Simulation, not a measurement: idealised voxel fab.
A process module follows: voxel capacitor over wiring.
The width of the displayed cross-section, cut, is 290 nm; its cells are square, with a size of 5 nm.
The cross-sections in this document take the form of a grid made of square cells. They are written out as bands, in order from top to bottom. Each band consists of one or more rows of cells.
In this notation a band is specified by the heights of its top and bottom, in that order and in nm, after which its materials appear from left to right, each paired with its width in nm. The word "all across" attached to a single material means that material fills the band from edge to edge; the word "air" stands for empty space.
Heads up on the height convention: 0 is the point under which the incoming wafer is all one material, and the lowest band has no bottom, it just keeps going down, like "0 nm and below".
The expression "30->40" gives the width at the extremes of the band, the first number at its top row of cells and the second at its bottom row, with the width changing by equal amounts from each row to the next in between.
Where the words "remained unchanged" appear for a step, the cross-section shows no cell changed by that step; every cell remained as before.
Cavities, closed: empty space of 8 cells or more with no open way to the top, each as width x height at its distance from the left edge, in nm
Where a step's line continues beyond its settings, the continuation is a remark by the simulator itself on that step.
What "overlay nm" on a step's line means: if the step has a mask, that mask lay this far to the right of its planned place, or, when the value is negative, to the left.
Listed below are the process steps as planned:
- 1: RECEIVE with material Si
- 2: CONFORMAL_DEP with material SiO2, thk nm 15
- 3: CONFORMAL_DEP with material SiN, thk nm 5
- 4: DIRECTIONAL_DEP with material lowk, thk nm 25
- 5: DIRECTIONAL_DEP with material aC, thk nm 10
- 6: PATTERN with tone open, mask id METAL_1, material resist, width nm 30, pitch nm 85, thk nm 30, overlay nm -15
- 7: DIRECTIONAL_ETCH with etch materials aC, depth nm 10
- 8: STRIP with etch materials resist
- 9: DIRECTIONAL_ETCH with etch materials lowk, depth nm 25
- 10: DIRECTIONAL_ETCH with etch materials SiN, depth nm 5
- 11: STRIP with etch materials aC
- 12: CONFORMAL_DEP with material TiN, thk nm 5
- 13: FILL_DEP with material W, thk nm 5
- 14: CMP with height nm 45
- 15: CONFORMAL_DEP with material SiCN, thk nm 5
- 16: DIRECTIONAL_DEP with material SiO2, thk nm 15
- 17: MASKED_ETCH with tone open, mask id PLUG_1, width nm 15, etch materials SiO2, depth nm 15, overlay nm 0
- 18: MASKED_ETCH with tone open, mask id PLUG_1, width nm 15, etch materials SiCN, depth nm 5, overlay nm 0
- 19: EPI with material Ru, thk nm 10
- 20: EPI with material Ru, thk nm 10
- 21: DIRECTIONAL_DEP with material TiN, thk nm 5
- 22: DIRECTIONAL_DEP with material HfO2, thk nm 5
- 23: DIRECTIONAL_DEP with material TiN, thk nm 10
- 24: MASKED_ETCH with tone cover, mask id UPPER_PLATE, width nm 60, etch materials TiN, depth nm 10, overlay nm 0
- 25: MASKED_ETCH with tone cover, mask id UPPER_PLATE, width nm 60, etch materials HfO2, depth nm 5, overlay nm 0
- 26: DIRECTIONAL_DEP with material aC, thk nm 10
- 27: PATTERN with tone cover, mask id LOWER_PLATE, material resist, width nm 70, thk nm 25, overlay nm 0
- 28: DIRECTIONAL_ETCH with etch materials aC, depth nm 10
- 29: STRIP with etch materials resist
- 30: DIRECTIONAL_ETCH with etch materials TiN, depth nm 5
- 31: STRIP with etch materials aC
- 32: FILL_DEP with material SiO2, thk nm 20
- 33: CMP with height nm 100
- 34: DIRECTIONAL_DEP with material aC, thk nm 15
- 35: PATTERN with tone open, mask id PLUG_2, material resist, width nm 15, thk nm 30, overlay nm 0
- 36: DIRECTIONAL_ETCH with etch materials aC, depth nm 15
- 37: STRIP with etch materials resist
- 38: DIRECTIONAL_ETCH with etch materials SiO2, depth nm 15
- 39: STRIP with etch materials aC
- 40: CONFORMAL_DEP with material TiN, thk nm 5
- 41: FILL_DEP with material Cu, thk nm 5
- 42: CMP with height nm 100
- 43: CONFORMAL_DEP with material SiN, thk nm 5
The wafers are alike at the start. At step 6, their overlay nm differs. The plan lists the first wafer's value.
first wafer as received, after step 1:
> 0 nm and below = Si all across
> Cavities, closed: none
Below: a row per wafer. Contents at end of module: for every material, cells gained since receipt (+) or lost since receipt (-); then closed voids:
overlay nm -15, +2 Cu, +12 HfO2, +55 SiCN, +104 SiN, +698 SiO2, +77 TiN, +40 W, +230 lowk, Cavities, closed: none
overlay nm -10, +2 Cu, +12 HfO2, +12 Ru, +55 SiCN, +104 SiN, +686 SiO2, +77 TiN, +40 W, +230 lowk, Cavities, closed: none
overlay nm -5, +2 Cu, +12 HfO2, +12 Ru, +55 SiCN, +104 SiN, +686 SiO2, +77 TiN, +40 W, +230 lowk, Cavities, closed: none
overlay nm 0, +2 Cu, +12 HfO2, +12 Ru, +55 SiCN, +104 SiN, +686 SiO2, +77 TiN, +40 W, +230 lowk, Cavities, closed: none
overlay nm 5, +2 Cu, +12 HfO2, +12 Ru, +55 SiCN, +104 SiN, +686 SiO2, +77 TiN, +40 W, +230 lowk, Cavities, closed: none
overlay nm 10, +2 Cu, +12 HfO2, +12 Ru, +55 SiCN, +104 SiN, +686 SiO2, +77 TiN, +40 W, +230 lowk, Cavities, closed: none
overlay nm 15, +2 Cu, +12 HfO2, +12 Ru, +55 SiCN, +104 SiN, +686 SiO2, +77 TiN, +40 W, +230 lowk, Cavities, closed: none
